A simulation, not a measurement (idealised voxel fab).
You're looking at the process module voxel ribs on slabs.
In the cross-section labelled cut, the width is 295 nm and each square cell is 5 nm.
Cross-sections here: square-cell grids, written as top-down lists of bands, a band being one or more rows of cells. Top, bottom (nm), then materials left to right with widths (nm); lone material tagged "throughout" fills the whole band edge to edge; "blank" = empty space. For the purposes of this specification, 0 denotes the height below which the wafer in its as-received condition is composed wholly of one material, and the lowermost band, lacking a lower limit, extends downward without end, as expressed in "z 0 and below". Width: "30..40" (first number = top row, second number = bottom row, same change from row to row of cells). Take "stayed the same" at face value: in the step it is given for, the cross-section changed in none of its cells. "Voids, fully enclosed": empty spaces of 8 cells or more with no open way to the top, each given as width x height at distance, distance from the left edge, all in nm. Anything after a step's settings on that line? It's the simulator's own note about the step. The "overlay nm" setting may appear on a step's line; for a step that uses a mask, it gives how far to the right of its planned position the mask lay, and a negative value indicates the left. Each pair below shows a cross-section before one step and the cross-section after it, down to the lowest band that changed. The line under each pair gives the step between them, with its settings. The pairs can come from different runs of this module on the same starting wafer, so a pair continues from the pair above only where its "Status quo ante" says so.
# Status quo ante
  z 0 and below  Si throughout
  Voids, fully enclosed: none
# Resulting Structure
  z 30 to 0  SiO2 throughout
  Below a height of 0, the structure has not been altered.
  Voids, fully enclosed: none
The before and after cross-sections above differ by one step: DIRECTIONAL_DEP (material SiO2; thk nm 30)
Status quo ante: It is represented by the cross-section appearing after the step of the pair directly above.
# Resulting Structure
  z 55 to 30  polySi throughout
  Below a height of 30, the structure has not been altered.
  Voids, fully enclosed: none
The before and after cross-sections above differ by one step: DIRECTIONAL_DEP (material polySi; thk nm 25)
Status quo ante: It is represented by the cross-section appearing after the step of the pair directly above.
# Resulting Structure
  z 75 to 55  blank (130) / resist (30) / blank (135)
  Below a height of 55, the structure has not been altered.
  Voids, fully enclosed: none
The before and after cross-sections above differ by one step: PATTERN (tone cover; mask id RIB; material resist; width nm 30; thk nm 20; overlay nm 0)
Status quo ante: It is represented by the cross-section appearing after the step of the pair directly above.
# Resulting Structure
  z 75 to 55  blank (130) / resist (30) / blank (135)
  z 55 to 40  blank (130) / polySi (30) / blank (135)
  Below a height of 40, the structure has not been altered.
  Voids, fully enclosed: none
The before and after cross-sections above differ by one step: DIRECTIONAL_ETCH (etch materials polySi; depth nm 15)
Status quo ante: It is represented by the cross-section appearing after the step of the pair directly above.
# Resulting Structure
  z 55 to 40  blank (130) / polySi (30) / blank (135)
  Below a height of 40, the structure has not been altered.
  Voids, fully enclosed: none
The before and after cross-sections above differ by one step: STRIP (etch materials resist)
Status quo ante: It is represented by the cross-section appearing after the step of the pair directly above.
# Resulting Structure
  z 55 to 40  blank (130) / polySi (30) / blank (135)
  z 40 to 30  blank (115) / polySi (60) / blank (120)
  Below a height of 30, the structure has not been altered.
  Voids, fully enclosed: none
The before and after cross-sections above differ by one step: MASKED_ETCH (tone cover; mask id SLAB; width nm 60; etch materials polySi; depth nm 10; overlay nm 0)
Status quo ante: It is represented by the cross-section appearing after the step of the pair directly above.
# Resulting Structure
  z 85 to 55  SiO2 throughout
  z 55 to 40  SiO2 (130) / polySi (30) / SiO2 (135)
  z 40 to 30  SiO2 (115) / polySi (60) / SiO2 (120)
  Below a height of 30, the structure has not been altered.
  Voids, fully enclosed: none
The before and after cross-sections above differ by one step: FILL_DEP (material SiO2; thk nm 30)
Status quo ante: It is represented by the cross-section appearing after the step of the pair directly above.
# Resulting Structure
  z 75 to 55  SiO2 throughout
  Below a height of 55, the structure has not been altered.
  Voids, fully enclosed: none
The before and after cross-sections above differ by one step: CMP (height nm 75)
Status quo ante: It is represented by the cross-section appearing after the step of the pair directly above.
# Resulting Structure
  z 80 to 75  W throughout
  Below a height of 75, the structure has not been altered.
  Voids, fully enclosed: none
The before and after cross-sections above differ by one step: DIRECTIONAL_DEP (material W; thk nm 5)
Status quo ante: It is represented by the cross-section appearing after the step of the pair directly above.
# Resulting Structure
  z 90 to 80  aC throughout
  Below a height of 80, the structure has not been altered.
  Voids, fully enclosed: none
The before and after cross-sections above differ by one step: DIRECTIONAL_DEP (material aC; thk nm 10)
Status quo ante: It is represented by the cross-section appearing after the step of the pair directly above.
# Resulting Structure
  z 115 to 90  blank (125) / resist (40) / blank (130)
  Below a height of 90, the structure has not been altered.
  Voids, fully enclosed: none
The before and after cross-sections above differ by one step: PATTERN (tone cover; mask id HEATER; material resist; width nm 40; thk nm 25; overlay nm 0)
Status quo ante: It is represented by the cross-section appearing after the step of the pair directly above.
# Resulting Structure
  z 105 to 90  blank (125) / resist (40) / blank (130)
  z 90 to 80  blank (125) / aC (40) / blank (130)
  Below a height of 80, the structure has not been altered.
  Voids, fully enclosed: none
The before and after cross-sections above differ by one step: DIRECTIONAL_ETCH (etch materials aC; depth nm 10)
Status quo ante: It is represented by the cross-section appearing after the step of the pair directly above.
# Resulting Structure
  z 90 to 80  blank (125) / aC (40) / blank (130)
  Below a height of 80, the structure has not been altered.
  Voids, fully enclosed: none
The before and after cross-sections above differ by one step: STRIP (etch materials resist)
Status quo ante: It is represented by the cross-section appearing after the step of the pair directly above.
# Resulting Structure
  z 90 to 80  blank (125) / aC (40) / blank (130)
  z 80 to 75  blank (125) / W (40) / blank (130)
  Below a height of 75, the structure has not been altered.
  Voids, fully enclosed: none
The before and after cross-sections above differ by one step: DIRECTIONAL_ETCH (etch materials W; depth nm 5)
Status quo ante: It is represented by the cross-section appearing after the step of the pair directly above.
# Resulting Structure
  z 80 to 75  blank (125) / W (40) / blank (130)
  Below a height of 75, the structure has not been altered.
  Voids, fully enclosed: none
The before and after cross-sections above differ by one step: STRIP (etch materials aC)
Status quo ante: It is represented by the cross-section appearing after the step of the pair directly above.
# Resulting Structure
  z 90 to 85  blank (115) / SiO2 (60) / blank (120)
  z 85 to 80  SiO2 throughout
  z 80 to 75  SiO2 (125) / W (40) / SiO2 (130)
  Below a height of 75, the structure has not been altered.
  Voids, fully enclosed: none
The before and after cross-sections above differ by one step: CONFORMAL_DEP (material SiO2; thk nm 10)
# Status quo ante
  z 30 to 0  SiO2 throughout
  z 0 and below  Si throughout
  Voids, fully enclosed: none
# Resulting Structure
  z 60 to 0  SiO2 throughout
  Below a height of 0, the structure has not been altered.
  Voids, fully enclosed: none
The before and after cross-sections above differ by one step: DIRECTIONAL_DEP (material SiO2; thk nm 30)
Status quo ante: It is represented by the cross-section appearing after the step of the pair directly above.
# Resulting Structure
  z 85 to 60  polySi throughout
  Below a height of 60, the structure has not been altered.
  Voids, fully enclosed: none
The before and after cross-sections above differ by one step: DIRECTIONAL_DEP (material polySi; thk nm 25)
Status quo ante: It is represented by the cross-section appearing after the step of the pair directly above.
# Resulting Structure
  z 105 to 85  blank (130) / resist (30) / blank (135)
  Below a height of 85, the structure has not been altered.
  Voids, fully enclosed: none
The before and after cross-sections above differ by one step: PATTERN (tone cover; mask id RIB; material resist; width nm 30; thk nm 20; overlay nm 0)
Status quo ante: It is represented by the cross-section appearing after the step of the pair directly above.
# Resulting Structure
  z 105 to 85  blank (130) / resist (30) / blank (135)
  z 85 to 70  blank (130) / polySi (30) / blank (135)
  Below a height of 70, the structure has not been altered.
  Voids, fully enclosed: none
The before and after cross-sections above differ by one step: DIRECTIONAL_ETCH (etch materials polySi; depth nm 15)
Status quo ante: It is represented by the cross-section appearing after the step of the pair directly above.
# Resulting Structure
  z 85 to 70  blank (130) / polySi (30) / blank (135)
  Below a height of 70, the structure has not been altered.
  Voids, fully enclosed: none
The before and after cross-sections above differ by one step: STRIP (etch materials resist)
Status quo ante: It is represented by the cross-section appearing after the step of the pair directly above.
# Resulting Structure
  z 85 to 70  blank (130) / polySi (30) / blank (135)
  z 70 to 60  blank (115) / polySi (60) / blank (120)
  Below a height of 60, the structure has not been altered.
  Voids, fully enclosed: none
The before and after cross-sections above differ by one step: MASKED_ETCH (tone cover; mask id SLAB; width nm 60; etch materials polySi; depth nm 10; overlay nm 0)
Status quo ante: It is represented by the cross-section appearing after the step of the pair directly above.
# Resulting Structure
  z 115 to 85  SiO2 throughout
  z 85 to 70  SiO2 (130) / polySi (30) / SiO2 (135)
  z 70 to 60  SiO2 (115) / polySi (60) / SiO2 (120)
  Below a height of 60, the structure has not been altered.
  Voids, fully enclosed: none
The before and after cross-sections above differ by one step: FILL_DEP (material SiO2; thk nm 30)
Status quo ante: It is represented by the cross-section appearing after the step of the pair directly above.
# Resulting Structure
  z 75 to 70  SiO2 (130) / polySi (30) / SiO2 (135)
  Below a height of 70, the structure has not been altered.
  Voids, fully enclosed: none
The before and after cross-sections above differ by one step: CMP (height nm 75)
Status quo ante: It is represented by the cross-section appearing after the step of the pair directly above.
# Resulting Structure
  z 80 to 75  W throughout
  Below a height of 75, the structure has not been altered.
  Voids, fully enclosed: none
The before and after cross-sections above differ by one step: DIRECTIONAL_DEP (material W; thk nm 5)
Status quo ante: It is represented by the cross-section appearing after the step of the pair directly above.
# Resulting Structure
  z 90 to 80  aC throughout
  Below a height of 80, the structure has not been altered.
  Voids, fully enclosed: none
The before and after cross-sections above differ by one step: DIRECTIONAL_DEP (material aC; thk nm 10)
Status quo ante: It is represented by the cross-section appearing after the step of the pair directly above.
# Resulting Structure
  z 115 to 90  blank (125) / resist (40) / blank (130)
  Below a height of 90, the structure has not been altered.
  Voids, fully enclosed: none
The before and after cross-sections above differ by one step: PATTERN (tone cover; mask id HEATER; material resist; width nm 40; thk nm 25; overlay nm 0)
Status quo ante: It is represented by the cross-section appearing after the step of the pair directly above.
# Resulting Structure
  z 105 to 90  blank (125) / resist (40) / blank (130)
  z 90 to 80  blank (125) / aC (40) / blank (130)
  Below a height of 80, the structure has not been altered.
  Voids, fully enclosed: none
The before and after cross-sections above differ by one step: DIRECTIONAL_ETCH (etch materials aC; depth nm 10)
Status quo ante: It is represented by the cross-section appearing after the step of the pair directly above.
# Resulting Structure
  z 90 to 80  blank (125) / aC (40) / blank (130)
  Below a height of 80, the structure has not been altered.
  Voids, fully enclosed: none
The before and after cross-sections above differ by one step: STRIP (etch materials resist)
Status quo ante: It is represented by the cross-section appearing after the step of the pair directly above.
# Resulting Structure
  z 90 to 80  blank (125) / aC (40) / blank (130)
  z 80 to 75  blank (125) / W (40) / blank (130)
  Below a height of 75, the structure has not been altered.
  Voids, fully enclosed: none
The before and after cross-sections above differ by one step: DIRECTIONAL_ETCH (etch materials W; depth nm 5)
Status quo ante: It is represented by the cross-section appearing after the step of the pair directly above.
# Resulting Structure
  z 80 to 75  blank (125) / W (40) / blank (130)
  Below a height of 75, the structure has not been altered.
  Voids, fully enclosed: none
The before and after cross-sections above differ by one step: STRIP (etch materials aC)
Status quo ante: It is represented by the cross-section appearing after the step of the pair directly above.
# Resulting Structure
  z 90 to 85  blank (115) / SiO2 (60) / blank (120)
  z 85 to 80  SiO2 throughout
  z 80 to 75  SiO2 (125) / W (40) / SiO2 (130)
  Below a height of 75, the structure has not been altered.
  Voids, fully enclosed: none
The before and after cross-sections above differ by one step: CONFORMAL_DEP (material SiO2; thk nm 10)
# Status quo ante
  z 0 and below  Si throughout
  Voids, fully enclosed: none
# Resulting Structure
  z 25 to 0  polySi throughout
  Below a height of 0, the structure has not been altered.
  Voids, fully enclosed: none
The before and after cross-sections above differ by one step: DIRECTIONAL_DEP (material polySi; thk nm 25)
Status quo ante: It is represented by the cross-section appearing after the step of the pair directly above.
# Resulting Structure
  z 55 to 25  SiO2 throughout
  Below a height of 25, the structure has not been altered.
  Voids, fully enclosed: none
The before and after cross-sections above differ by one step: DIRECTIONAL_DEP (material SiO2; thk nm 30)
Status quo ante: It is represented by the cross-section appearing after the step of the pair directly above.
# Resulting Structure
  z 75 to 55  blank (130) / resist (30) / blank (135)
  Below a height of 55, the structure has not been altered.
  Voids, fully enclosed: none
The before and after cross-sections above differ by one step: PATTERN (tone cover; mask id RIB; material resist; width nm 30; thk nm 20; overlay nm 0)
Status quo ante: It is represented by the cross-section appearing after the step of the pair directly above.
# Resulting Structure
  z 55 to 25  SiO2 throughout
  Below a height of 25, the structure has not been altered.
  Voids, fully enclosed: none
The before and after cross-sections above differ by one step: STRIP (etch materials resist)
Status quo ante: It is represented by the cross-section appearing after the step of the pair directly above.
# Resulting Structure
  z 85 to 25  SiO2 throughout
  Below a height of 25, the structure has not been altered.
  Voids, fully enclosed: none
The before and after cross-sections above differ by one step: FILL_DEP (material SiO2; thk nm 30)
Status quo ante: It is represented by the cross-section appearing after the step of the pair directly above.
# Resulting Structure
  z 75 to 25  SiO2 throughout
  Below a height of 25, the structure has not been altered.
  Voids, fully enclosed: none
The before and after cross-sections above differ by one step: CMP (height nm 75)
Status quo ante: It is represented by the cross-section appearing after the step of the pair directly above.
# Resulting Structure
  z 80 to 75  W throughout
  Below a height of 75, the structure has not been altered.
  Voids, fully enclosed: none
The before and after cross-sections above differ by one step: DIRECTIONAL_DEP (material W; thk nm 5)
Status quo ante: It is represented by the cross-section appearing after the step of the pair directly above.
# Resulting Structure
  z 90 to 80  aC throughout
  Below a height of 80, the structure has not been altered.
  Voids, fully enclosed: none
The before and after cross-sections above differ by one step: DIRECTIONAL_DEP (material aC; thk nm 10)
Status quo ante: It is represented by the cross-section appearing after the step of the pair directly above.
# Resulting Structure
  z 115 to 90  blank (125) / resist (40) / blank (130)
  Below a height of 90, the structure has not been altered.
  Voids, fully enclosed: none
The before and after cross-sections above differ by one step: PATTERN (tone cover; mask id HEATER; material resist; width nm 40; thk nm 25; overlay nm 0)
Status quo ante: It is represented by the cross-section appearing after the step of the pair directly above.
# Resulting Structure
  z 105 to 90  blank (125) / resist (40) / blank (130)
  z 90 to 80  blank (125) / aC (40) / blank (130)
  Below a height of 80, the structure has not been altered.
  Voids, fully enclosed: none
The before and after cross-sections above differ by one step: DIRECTIONAL_ETCH (etch materials aC; depth nm 10)
Status quo ante: It is represented by the cross-section appearing after the step of the pair directly above.
# Resulting Structure
  z 90 to 80  blank (125) / aC (40) / blank (130)
  Below a height of 80, the structure has not been altered.
  Voids, fully enclosed: none
The before and after cross-sections above differ by one step: STRIP (etch materials resist)
Status quo ante: It is represented by the cross-section appearing after the step of the pair directly above.
# Resulting Structure
  z 90 to 80  blank (125) / aC (40) / blank (130)
  z 80 to 75  blank (125) / W (40) / blank (130)
  Below a height of 75, the structure has not been altered.
  Voids, fully enclosed: none
The before and after cross-sections above differ by one step: DIRECTIONAL_ETCH (etch materials W; depth nm 5)
Status quo ante: It is represented by the cross-section appearing after the step of the pair directly above.
# Resulting Structure
  z 80 to 75  blank (125) / W (40) / blank (130)
  Below a height of 75, the structure has not been altered.
  Voids, fully enclosed: none
The before and after cross-sections above differ by one step: STRIP (etch materials aC)
Status quo ante: It is represented by the cross-section appearing after the step of the pair directly above.
# Resulting Structure
  z 90 to 85  blank (115) / SiO2 (60) / blank (120)
  z 85 to 80  SiO2 throughout
  z 80 to 75  SiO2 (125) / W (40) / SiO2 (130)
  Below a height of 75, the structure has not been altered.
  Voids, fully enclosed: none
The before and after cross-sections above differ by one step: CONFORMAL_DEP (material SiO2; thk nm 10)
# Status quo ante
  z 30 to 0  SiO2 throughout
  z 0 and below  Si throughout
  Voids, fully enclosed: none
# Resulting Structure
  z 45 to 30  polySi throughout
  Below a height of 30, the structure has not been altered.
  Voids, fully enclosed: none
The before and after cross-sections above differ by one step: DIRECTIONAL_DEP (material polySi; thk nm 15)
Status quo ante: It is represented by the cross-section appearing after the step of the pair directly above.
# Resulting Structure
  z 65 to 45  blank (130) / resist (30) / blank (135)
  Below a height of 45, the structure has not been altered.
  Voids, fully enclosed: none
The before and after cross-sections above differ by one step: PATTERN (tone cover; mask id RIB; material resist; width nm 30; thk nm 20; overlay nm 0)
Status quo ante: It is represented by the cross-section appearing after the step of the pair directly above.
# Resulting Structure
  z 65 to 45  blank (130) / resist (30) / blank (135)
  z 45 to 30  blank (130) / polySi (30) / blank (135)
  Below a height of 30, the structure has not been altered.
  Voids, fully enclosed: none
The before and after cross-sections above differ by one step: DIRECTIONAL_ETCH (etch materials polySi; depth nm 15)
Status quo ante: It is represented by the cross-section appearing after the step of the pair directly above.
# Resulting Structure
  z 45 to 30  blank (130) / polySi (30) / blank (135)
  Below a height of 30, the structure has not been altered.
  Voids, fully enclosed: none
The before and after cross-sections above differ by one step: STRIP (etch materials resist)
Status quo ante: It is represented by the cross-section appearing after the step of the pair directly above.
# Resulting Structure
  z 75 to 45  SiO2 throughout
  z 45 to 30  SiO2 (130) / polySi (30) / SiO2 (135)
  Below a height of 30, the structure has not been altered.
  Voids, fully enclosed: none
The before and after cross-sections above differ by one step: FILL_DEP (material SiO2; thk nm 30)
Status quo ante: It is represented by the cross-section appearing after the step of the pair directly above.
# Resulting Structure
  z 80 to 75  W throughout
  Below a height of 75, the structure has not been altered.
  Voids, fully enclosed: none
The before and after cross-sections above differ by one step: DIRECTIONAL_DEP (material W; thk nm 5)
Status quo ante: It is represented by the cross-section appearing after the step of the pair directly above.
# Resulting Structure
  z 90 to 80  aC throughout
  Below a height of 80, the structure has not been altered.
  Voids, fully enclosed: none
The before and after cross-sections above differ by one step: DIRECTIONAL_DEP (material aC; thk nm 10)
Status quo ante: It is represented by the cross-section appearing after the step of the pair directly above.
# Resulting Structure
  z 115 to 90  blank (125) / resist (40) / blank (130)
  Below a height of 90, the structure has not been altered.
  Voids, fully enclosed: none
The before and after cross-sections above differ by one step: PATTERN (tone cover; mask id HEATER; material resist; width nm 40; thk nm 25; overlay nm 0)
Status quo ante: It is represented by the cross-section appearing after the step of the pair directly above.
# Resulting Structure
  z 105 to 90  blank (125) / resist (40) / blank (130)
  z 90 to 80  blank (125) / aC (40) / blank (130)
  Below a height of 80, the structure has not been altered.
  Voids, fully enclosed: none
The before and after cross-sections above differ by one step: DIRECTIONAL_ETCH (etch materials aC; depth nm 10)
Status quo ante: It is represented by the cross-section appearing after the step of the pair directly above.
# Resulting Structure
  z 90 to 80  blank (125) / aC (40) / blank (130)
  Below a height of 80, the structure has not been altered.
  Voids, fully enclosed: none
The before and after cross-sections above differ by one step: STRIP (etch materials resist)
Status quo ante: It is represented by the cross-section appearing after the step of the pair directly above.
# Resulting Structure
  z 90 to 80  blank (125) / aC (40) / blank (130)
  z 80 to 75  blank (125) / W (40) / blank (130)
  Below a height of 75, the structure has not been altered.
  Voids, fully enclosed: none
The before and after cross-sections above differ by one step: DIRECTIONAL_ETCH (etch materials W; depth nm 5)
Status quo ante: It is represented by the cross-section appearing after the step of the pair directly above.
# Resulting Structure
  z 80 to 75  blank (125) / W (40) / blank (130)
  Below a height of 75, the structure has not been altered.
  Voids, fully enclosed: none
The before and after cross-sections above differ by one step: STRIP (etch materials aC)
Status quo ante: It is represented by the cross-section appearing after the step of the pair directly above.
# Resulting Structure
  z 90 to 85  blank (115) / SiO2 (60) / blank (120)
  z 85 to 80  SiO2 throughout
  z 80 to 75  SiO2 (125) / W (40) / SiO2 (130)
  Below a height of 75, the structure has not been altered.
  Voids, fully enclosed: none
The before and after cross-sections above differ by one step: CONFORMAL_DEP (material SiO2; thk nm 10)
# Status quo ante
  z 55 to 40  blank (130) / polySi (30) / blank (135)
  z 40 to 30  polySi throughout
  z 30 to 0  SiO2 throughout
  z 0 and below  Si throughout
  Voids, fully enclosed: none
# Resulting Structure
  z 55 to 40  blank (130) / polySi (30) / blank (135)
  z 40 to 30  blank (120) / polySi (50) / blank (125)
  Below a height of 30, the structure has not been altered.
  Voids, fully enclosed: none
The before and after cross-sections above differ by one step: MASKED_ETCH (tone cover; mask id SLAB; width nm 50; etch materials polySi; depth nm 10; overlay nm 0)
Status quo ante: It is represented by the cross-section appearing after the step of the pair directly above.
# Resulting Structure
  z 85 to 55  SiO2 throughout
  z 55 to 40  SiO2 (130) / polySi (30) / SiO2 (135)
  z 40 to 30  SiO2 (120) / polySi (50) / SiO2 (125)
  Below a height of 30, the structure has not been altered.
  Voids, fully enclosed: none
The before and after cross-sections above differ by one step: FILL_DEP (material SiO2; thk nm 30)
Status quo ante: It is represented by the cross-section appearing after the step of the pair directly above.
# Resulting Structure
  z 75 to 55  SiO2 throughout
  Below a height of 55, the structure has not been altered.
  Voids, fully enclosed: none
The before and after cross-sections above differ by one step: CMP (height nm 75)
Status quo ante: It is represented by the cross-section appearing after the step of the pair directly above.
# Resulting Structure
  z 80 to 75  W throughout
  Below a height of 75, the structure has not been altered.
  Voids, fully enclosed: none
The before and after cross-sections above differ by one step: DIRECTIONAL_DEP (material W; thk nm 5)
Status quo ante: It is represented by the cross-section appearing after the step of the pair directly above.
# Resulting Structure
  z 90 to 80  aC throughout
  Below a height of 80, the structure has not been altered.
  Voids, fully enclosed: none
The before and after cross-sections above differ by one step: DIRECTIONAL_DEP (material aC; thk nm 10)
Status quo ante: It is represented by the cross-section appearing after the step of the pair directly above.
# Resulting Structure
  z 115 to 90  blank (125) / resist (40) / blank (130)
  Below a height of 90, the structure has not been altered.
  Voids, fully enclosed: none
The before and after cross-sections above differ by one step: PATTERN (tone cover; mask id HEATER; material resist; width nm 40; thk nm 25; overlay nm 0)
Status quo ante: It is represented by the cross-section appearing after the step of the pair directly above.
# Resulting Structure
  z 105 to 90  blank (125) / resist (40) / blank (130)
  z 90 to 80  blank (125) / aC (40) / blank (130)
  Below a height of 80, the structure has not been altered.
  Voids, fully enclosed: none
The before and after cross-sections above differ by one step: DIRECTIONAL_ETCH (etch materials aC; depth nm 10)
Status quo ante: It is represented by the cross-section appearing after the step of the pair directly above.
# Resulting Structure
  z 90 to 80  blank (125) / aC (40) / blank (130)
  Below a height of 80, the structure has not been altered.
  Voids, fully enclosed: none
The before and after cross-sections above differ by one step: STRIP (etch materials resist)
Status quo ante: It is represented by the cross-section appearing after the step of the pair directly above.
# Resulting Structure
  z 90 to 80  blank (125) / aC (40) / blank (130)
  z 80 to 75  blank (125) / W (40) / blank (130)
  Below a height of 75, the structure has not been altered.
  Voids, fully enclosed: none
The before and after cross-sections above differ by one step: DIRECTIONAL_ETCH (etch materials W; depth nm 5)
Status quo ante: It is represented by the cross-section appearing after the step of the pair directly above.
# Resulting Structure
  z 80 to 75  blank (125) / W (40) / blank (130)
  Below a height of 75, the structure has not been altered.
  Voids, fully enclosed: none
The before and after cross-sections above differ by one step: STRIP (etch materials aC)
Status quo ante: It is represented by the cross-section appearing after the step of the pair directly above.
# Resulting Structure
  z 90 to 85  blank (115) / SiO2 (60) / blank (120)
  z 85 to 80  SiO2 throughout
  z 80 to 75  SiO2 (125) / W (40) / SiO2 (130)
  Below a height of 75, the structure has not been altered.
  Voids, fully enclosed: none
The before and after cross-sections above differ by one step: CONFORMAL_DEP (material SiO2; thk nm 10)
# Status quo ante
  z 55 to 30  polySi throughout
  z 30 to 0  SiO2 throughout
  z 0 and below  Si throughout
  Voids, fully enclosed: none
# Resulting Structure
  z 75 to 55  blank (125) / resist (30) / blank (140)
  Below a height of 55, the structure has not been altered.
  Voids, fully enclosed: none
The before and after cross-sections above differ by one step: PATTERN (tone cover; mask id RIB; material resist; width nm 30; thk nm 20; overlay nm -5)
Status quo ante: It is represented by the cross-section appearing after the step of the pair directly above.
# Resulting Structure
  z 75 to 55  blank (125) / resist (30) / blank (140)
  z 55 to 40  blank (125) / polySi (30) / blank (140)
  Below a height of 40, the structure has not been altered.
  Voids, fully enclosed: none
The before and after cross-sections above differ by one step: DIRECTIONAL_ETCH (etch materials polySi; depth nm 15)
Status quo ante: It is represented by the cross-section appearing after the step of the pair directly above.
# Resulting Structure
  z 55 to 40  blank (125) / polySi (30) / blank (140)
  Below a height of 40, the structure has not been altered.
  Voids, fully enclosed: none
The before and after cross-sections above differ by one step: STRIP (etch materials resist)
Status quo ante: It is represented by the cross-section appearing after the step of the pair directly above.
# Resulting Structure
  z 55 to 40  blank (125) / polySi (30) / blank (140)
  z 40 to 30  blank (115) / polySi (60) / blank (120)
  Below a height of 30, the structure has not been altered.
  Voids, fully enclosed: none
The before and after cross-sections above differ by one step: MASKED_ETCH (tone cover; mask id SLAB; width nm 60; etch materials polySi; depth nm 10; overlay nm 0)
Status quo ante: It is represented by the cross-section appearing after the step of the pair directly above.
# Resulting Structure
  z 85 to 55  SiO2 throughout
  z 55 to 40  SiO2 (125) / polySi (30) / SiO2 (140)
  z 40 to 30  SiO2 (115) / polySi (60) / SiO2 (120)
  Below a height of 30, the structure has not been altered.
  Voids, fully enclosed: none
The before and after cross-sections above differ by one step: FILL_DEP (material SiO2; thk nm 30)
Status quo ante: It is represented by the cross-section appearing after the step of the pair directly above.
# Resulting Structure
  z 75 to 55  SiO2 throughout
  Below a height of 55, the structure has not been altered.
  Voids, fully enclosed: none
The before and after cross-sections above differ by one step: CMP (height nm 75)
Status quo ante: It is represented by the cross-section appearing after the step of the pair directly above.
# Resulting Structure
  z 80 to 75  W throughout
  Below a height of 75, the structure has not been altered.
  Voids, fully enclosed: none
The before and after cross-sections above differ by one step: DIRECTIONAL_DEP (material W; thk nm 5)
Status quo ante: It is represented by the cross-section appearing after the step of the pair directly above.
# Resulting Structure
  z 90 to 80  aC throughout
  Below a height of 80, the structure has not been altered.
  Voids, fully enclosed: none
The before and after cross-sections above differ by one step: DIRECTIONAL_DEP (material aC; thk nm 10)
Status quo ante: It is represented by the cross-section appearing after the step of the pair directly above.
# Resulting Structure
  z 115 to 90  blank (125) / resist (40) / blank (130)
  Below a height of 90, the structure has not been altered.
  Voids, fully enclosed: none
The before and after cross-sections above differ by one step: PATTERN (tone cover; mask id HEATER; material resist; width nm 40; thk nm 25; overlay nm 0)
Status quo ante: It is represented by the cross-section appearing after the step of the pair directly above.
# Resulting Structure
  z 105 to 90  blank (125) / resist (40) / blank (130)
  z 90 to 80  blank (125) / aC (40) / blank (130)
  Below a height of 80, the structure has not been altered.
  Voids, fully enclosed: none
The before and after cross-sections above differ by one step: DIRECTIONAL_ETCH (etch materials aC; depth nm 10)
Status quo ante: It is represented by the cross-section appearing after the step of the pair directly above.
# Resulting Structure
  z 90 to 80  blank (125) / aC (40) / blank (130)
  Below a height of 80, the structure has not been altered.
  Voids, fully enclosed: none
The before and after cross-sections above differ by one step: STRIP (etch materials resist)
Status quo ante: It is represented by the cross-section appearing after the step of the pair directly above.
# Resulting Structure
  z 90 to 80  blank (125) / aC (40) / blank (130)
  z 80 to 75  blank (125) / W (40) / blank (130)
  Below a height of 75, the structure has not been altered.
  Voids, fully enclosed: none
The before and after cross-sections above differ by one step: DIRECTIONAL_ETCH (etch materials W; depth nm 5)
Status quo ante: It is represented by the cross-section appearing after the step of the pair directly above.
# Resulting Structure
  z 80 to 75  blank (125) / W (40) / blank (130)
  Below a height of 75, the structure has not been altered.
  Voids, fully enclosed: none
The before and after cross-sections above differ by one step: STRIP (etch materials aC)
Status quo ante: It is represented by the cross-section appearing after the step of the pair directly above.
# Resulting Structure
  z 90 to 85  blank (115) / SiO2 (60) / blank (120)
  z 85 to 80  SiO2 throughout
  z 80 to 75  SiO2 (125) / W (40) / SiO2 (130)
  Below a height of 75, the structure has not been altered.
  Voids, fully enclosed: none
The before and after cross-sections above differ by one step: CONFORMAL_DEP (material SiO2; thk nm 10)
# Status quo ante
  z 55 to 40  blank (130) / polySi (30) / blank (135)
  z 40 to 30  blank (115) / polySi (60) / blank (120)
  z 30 to 0  SiO2 throughout
  z 0 and below  Si throughout
  Voids, fully enclosed: none
# Resulting Structure
  z 85 to 30  polySi throughout
  Below a height of 30, the structure has not been altered.
  Voids, fully enclosed: none
The before and after cross-sections above differ by one step: FILL_DEP (material polySi; thk nm 30)
Status quo ante: It is represented by the cross-section appearing after the step of the pair directly above.
# Resulting Structure
  z 75 to 30  polySi throughout
  Below a height of 30, the structure has not been altered.
  Voids, fully enclosed: none
The before and after cross-sections above differ by one step: CMP (height nm 75)
Status quo ante: It is represented by the cross-section appearing after the step of the pair directly above.
# Resulting Structure
  z 80 to 75  W throughout
  Below a height of 75, the structure has not been altered.
  Voids, fully enclosed: none
The before and after cross-sections above differ by one step: DIRECTIONAL_DEP (material W; thk nm 5)
Status quo ante: It is represented by the cross-section appearing after the step of the pair directly above.
# Resulting Structure
  z 90 to 80  aC throughout
  Below a height of 80, the structure has not been altered.
  Voids, fully enclosed: none
The before and after cross-sections above differ by one step: DIRECTIONAL_DEP (material aC; thk nm 10)
Status quo ante: It is represented by the cross-section appearing after the step of the pair directly above.
# Resulting Structure
  z 115 to 90  blank (125) / resist (40) / blank (130)
  Below a height of 90, the structure has not been altered.
  Voids, fully enclosed: none
The before and after cross-sections above differ by one step: PATTERN (tone cover; mask id HEATER; material resist; width nm 40; thk nm 25; overlay nm 0)
Status quo ante: It is represented by the cross-section appearing after the step of the pair directly above.
# Resulting Structure
  z 105 to 90  blank (125) / resist (40) / blank (130)
  z 90 to 80  blank (125) / aC (40) / blank (130)
  Below a height of 80, the structure has not been altered.
  Voids, fully enclosed: none
The before and after cross-sections above differ by one step: DIRECTIONAL_ETCH (etch materials aC; depth nm 10)
Status quo ante: It is represented by the cross-section appearing after the step of the pair directly above.
# Resulting Structure
  z 90 to 80  blank (125) / aC (40) / blank (130)
  Below a height of 80, the structure has not been altered.
  Voids, fully enclosed: none
The before and after cross-sections above differ by one step: STRIP (etch materials resist)
Status quo ante: It is represented by the cross-section appearing after the step of the pair directly above.
# Resulting Structure
  z 90 to 80  blank (125) / aC (40) / blank (130)
  z 80 to 75  blank (125) / W (40) / blank (130)
  Below a height of 75, the structure has not been altered.
  Voids, fully enclosed: none
The before and after cross-sections above differ by one step: DIRECTIONAL_ETCH (etch materials W; depth nm 5)
Status quo ante: It is represented by the cross-section appearing after the step of the pair directly above.
# Resulting Structure
  z 80 to 75  blank (125) / W (40) / blank (130)
  Below a height of 75, the structure has not been altered.
  Voids, fully enclosed: none
The before and after cross-sections above differ by one step: STRIP (etch materials aC)
Status quo ante: It is represented by the cross-section appearing after the step of the pair directly above.
# Resulting Structure
  z 90 to 85  blank (115) / SiO2 (60) / blank (120)
  z 85 to 80  SiO2 throughout
  z 80 to 75  SiO2 (125) / W (40) / SiO2 (130)
  Below a height of 75, the structure has not been altered.
  Voids, fully enclosed: none
The before and after cross-sections above differ by one step: CONFORMAL_DEP (material SiO2; thk nm 10)
